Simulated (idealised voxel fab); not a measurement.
Process module heading - voxel self aligned contacts
Section shown: cut. Width: 300 nm. Cell size: 5 nm, square.
Heads up, the way a cross-section reads in here is a grid of square cells, handed over as bands from the top down, with every band being one or more rows of cells. In this notation a band is specified by the heights of its top and bottom, in that order and in nm, after which its materials appear from left to right, each paired with its width in nm. The word "everywhere" attached to a single material means that material fills the band from edge to edge; the word "empty" stands for empty space. We count height from 0. Below that, the starting wafer is all one material. The lowest band never ends at the bottom but goes on down; see "z 0 and below" for how that is written. Note: "30 to 40" means the width goes from the first number (top row of the band) to the second number (bottom row) in equal steps per row of cells. It should be understood that the words "no alteration", when stated for a given step, signify that the cross-section underwent no change in any of its cells during that step. Listed in "Fully sealed voids": every empty space of 8 or more cells without an open way to the top. Form: width x height at distance, the distance being from the left edge, all in nm. Whatever follows a step's settings on its line is a remark the simulator itself makes about that step. overlay nm, on a step with a mask: how far to the right of its planned place the mask lay; to the left if negative. Note on reading: below, each pair holds a cross-section from before one process step and one from after it; the one from after shows only down to the lowest band that changed. Beneath the pair, the step in between is stated along with its settings. The pairs can stem from different runs of this module on the same starting wafer. Where a pair's entry headed "State on entry" says so, and only there, that pair continues from the pair above it.

# State on entry
	z 85 to 60 = resist 85 nm, then empty 25 nm, then resist 25 nm, then empty 25 nm, then resist 25 nm, then empty 25 nm, then resist 90 nm
	z 60 to 50 = aC everywhere
	z 50 to 30 = SiN everywhere
	z 30 to 0 = polySi everywhere
	z 0 to -5 = SiO2 everywhere
	z -5 and below = Si everywhere
	Fully sealed voids: none

# State After Step
	z 75 to 60 = resist 85 nm, then empty 25 nm, then resist 25 nm, then empty 25 nm, then resist 25 nm, then empty 25 nm, then resist 90 nm
	z 60 to 50 = aC 85 nm, then empty 25 nm, then aC 25 nm, then empty 25 nm, then aC 25 nm, then empty 25 nm, then aC 90 nm
	At heights below 50, the structure remains unaltered.
	Fully sealed voids: none
Process step bridging the above cross-sections: DIRECTIONAL_ETCH [etch materials aC] [depth nm 10]

State on entry: per the after cross-section of the pair just above.

# State After Step
	z 60 to 50 = aC 85 nm, then empty 25 nm, then aC 25 nm, then empty 25 nm, then aC 25 nm, then empty 25 nm, then aC 90 nm
	At heights below 50, the structure remains unaltered.
	Fully sealed voids: none
Process step bridging the above cross-sections: STRIP [etch materials resist]

State on entry: per the after cross-section of the pair just above.

# State After Step
	z 60 to 50 = aC 85 nm, then empty 25 nm, then aC 25 nm, then empty 25 nm, then aC 25 nm, then empty 25 nm, then aC 90 nm
	z 50 to 30 = SiN 85 nm, then empty 25 nm, then SiN 25 nm, then empty 25 nm, then SiN 25 nm, then empty 25 nm, then SiN 90 nm
	At heights below 30, the structure remains unaltered.
	Fully sealed voids: none
Process step bridging the above cross-sections: DIRECTIONAL_ETCH [etch materials SiN] [depth nm 20]

State on entry: per the after cross-section of the pair just above.

# State After Step
	z 60 to 50 = aC 85 nm, then empty 25 nm, then aC 25 nm, then empty 25 nm, then aC 25 nm, then empty 25 nm, then aC 90 nm
	z 50 to 30 = SiN 85 nm, then empty 25 nm, then SiN 25 nm, then empty 25 nm, then SiN 25 nm, then empty 25 nm, then SiN 90 nm
	z 30 to 0 = polySi 85 nm, then empty 25 nm, then polySi 25 nm, then empty 25 nm, then polySi 25 nm, then empty 25 nm, then polySi 90 nm
	At heights below 0, the structure remains unaltered.
	Fully sealed voids: none
Process step bridging the above cross-sections: DIRECTIONAL_ETCH [etch materials polySi] [depth nm 30]

State on entry: per the after cross-section of the pair just above.

# State After Step
	z 50 to 30 = SiN 85 nm, then empty 25 nm, then SiN 25 nm, then empty 25 nm, then SiN 25 nm, then empty 25 nm, then SiN 90 nm
	At heights below 30, the structure remains unaltered.
	Fully sealed voids: none
Process step bridging the above cross-sections: STRIP [etch materials aC]

State on entry: per the after cross-section of the pair just above.

# State After Step
	z 55 to 30 = SiN 90 nm, then empty 15 nm, then SiN 35 nm, then empty 15 nm, then SiN 35 nm, then empty 15 nm, then SiN 95 nm
	z 30 to 5 = polySi 85 nm, then SiN 5 nm, then empty 15 nm, then SiN 5 nm, then polySi 25 nm, then SiN 5 nm, then empty 15 nm, then SiN 5 nm, then polySi 25 nm, then SiN 5 nm, then empty 15 nm, then SiN 5 nm, then polySi 90 nm
	z 5 to 0 = polySi 85 nm, then SiN 25 nm, then polySi 25 nm, then SiN 25 nm, then polySi 25 nm, then SiN 25 nm, then polySi 90 nm
	At heights below 0, the structure remains unaltered.
	Fully sealed voids: none
Process step bridging the above cross-sections: CONFORMAL_DEP [material SiN] [thk nm 5]

State on entry: per the after cross-section of the pair just above.

# State After Step
	z 50 to 30 = SiN 90 nm, then empty 15 nm, then SiN 35 nm, then empty 15 nm, then SiN 35 nm, then empty 15 nm, then SiN 95 nm
	z 30 to 0 = polySi 85 nm, then SiN 5 nm, then empty 15 nm, then SiN 5 nm, then polySi 25 nm, then SiN 5 nm, then empty 15 nm, then SiN 5 nm, then polySi 25 nm, then SiN 5 nm, then empty 15 nm, then SiN 5 nm, then polySi 90 nm
	At heights below 0, the structure remains unaltered.
	Fully sealed voids: none
Process step bridging the above cross-sections: DIRECTIONAL_ETCH [etch materials SiN] [depth nm 5]

State on entry: per the after cross-section of the pair just above.

# State After Step
	z 60 to 50 = SiO2 everywhere
	z 50 to 30 = SiN 90 nm, then SiO2 15 nm, then SiN 35 nm, then SiO2 15 nm, then SiN 35 nm, then SiO2 15 nm, then SiN 95 nm
	z 30 to 0 = polySi 85 nm, then SiN 5 nm, then SiO2 15 nm, then SiN 5 nm, then polySi 25 nm, then SiN 5 nm, then SiO2 15 nm, then SiN 5 nm, then polySi 25 nm, then SiN 5 nm, then SiO2 15 nm, then SiN 5 nm, then polySi 90 nm
	At heights below 0, the structure remains unaltered.
	Fully sealed voids: none
Process step bridging the above cross-sections: FILL_DEP [material SiO2] [thk nm 10]

State on entry: per the after cross-section of the pair just above.

# State After Step
	z 55 to 50 = SiO2 everywhere
	At heights below 50, the structure remains unaltered.
	Fully sealed voids: none
Process step bridging the above cross-sections: CMP [height nm 55]

State on entry: per the after cross-section of the pair just above.

# State After Step
	z 70 to 55 = resist 105 nm, then empty 35 nm, then resist 15 nm, then empty 35 nm, then resist 110 nm
	At heights below 55, the structure remains unaltered.
	Fully sealed voids: none
Process step bridging the above cross-sections: PATTERN [tone open] [mask id CONTACT] [material resist] [width nm 35] [pitch nm 50] [thk nm 15] [overlay nm 0]

State on entry: per the after cross-section of the pair just above.

# State After Step
	z 70 to 55 = resist 105 nm, then empty 35 nm, then resist 15 nm, then empty 35 nm, then resist 110 nm
	z 55 to 50 = SiO2 105 nm, then empty 35 nm, then SiO2 15 nm, then empty 35 nm, then SiO2 110 nm
	At heights below 50, the structure remains unaltered.
	Fully sealed voids: none
Process step bridging the above cross-sections: DIRECTIONAL_ETCH [etch materials SiO2] [depth nm 60]

State on entry: per the after cross-section of the pair just above.

# State After Step
	z 55 to 50 = SiO2 105 nm, then empty 35 nm, then SiO2 15 nm, then empty 35 nm, then SiO2 110 nm
	At heights below 50, the structure remains unaltered.
	Fully sealed voids: none
Process step bridging the above cross-sections: STRIP [etch materials resist]

State on entry: per the after cross-section of the pair just above.

# State After Step
	z 60 to 55 = TiN 110 nm, then empty 25 nm, then TiN 25 nm, then empty 25 nm, then TiN 115 nm
	z 55 to 50 = SiO2 105 nm, then TiN 35 nm, then SiO2 15 nm, then TiN 35 nm, then SiO2 110 nm
	At heights below 50, the structure remains unaltered.
	Fully sealed voids: none
Process step bridging the above cross-sections: CONFORMAL_DEP [material TiN] [thk nm 5]

State on entry: per the after cross-section of the pair just above.

# State After Step
	z 65 to 60 = W everywhere
	z 60 to 55 = TiN 110 nm, then W 25 nm, then TiN 25 nm, then W 25 nm, then TiN 115 nm
	At heights below 55, the structure remains unaltered.
	Fully sealed voids: none
Process step bridging the above cross-sections: FILL_DEP [material W] [thk nm 5]

State on entry: per the after cross-section of the pair just above.

# State After Step
	z 55 to 50 = SiO2 105 nm, then TiN 35 nm, then SiO2 15 nm, then TiN 35 nm, then SiO2 110 nm
	At heights below 50, the structure remains unaltered.
	Fully sealed voids: none
Process step bridging the above cross-sections: CMP [height nm 55]

State on entry: per the after cross-section of the pair just above.

# State After Step
	z 60 to 55 = SiCN everywhere
	At heights below 55, the structure remains unaltered.
	Fully sealed voids: none
Process step bridging the above cross-sections: CONFORMAL_DEP [material SiCN] [thk nm 5]
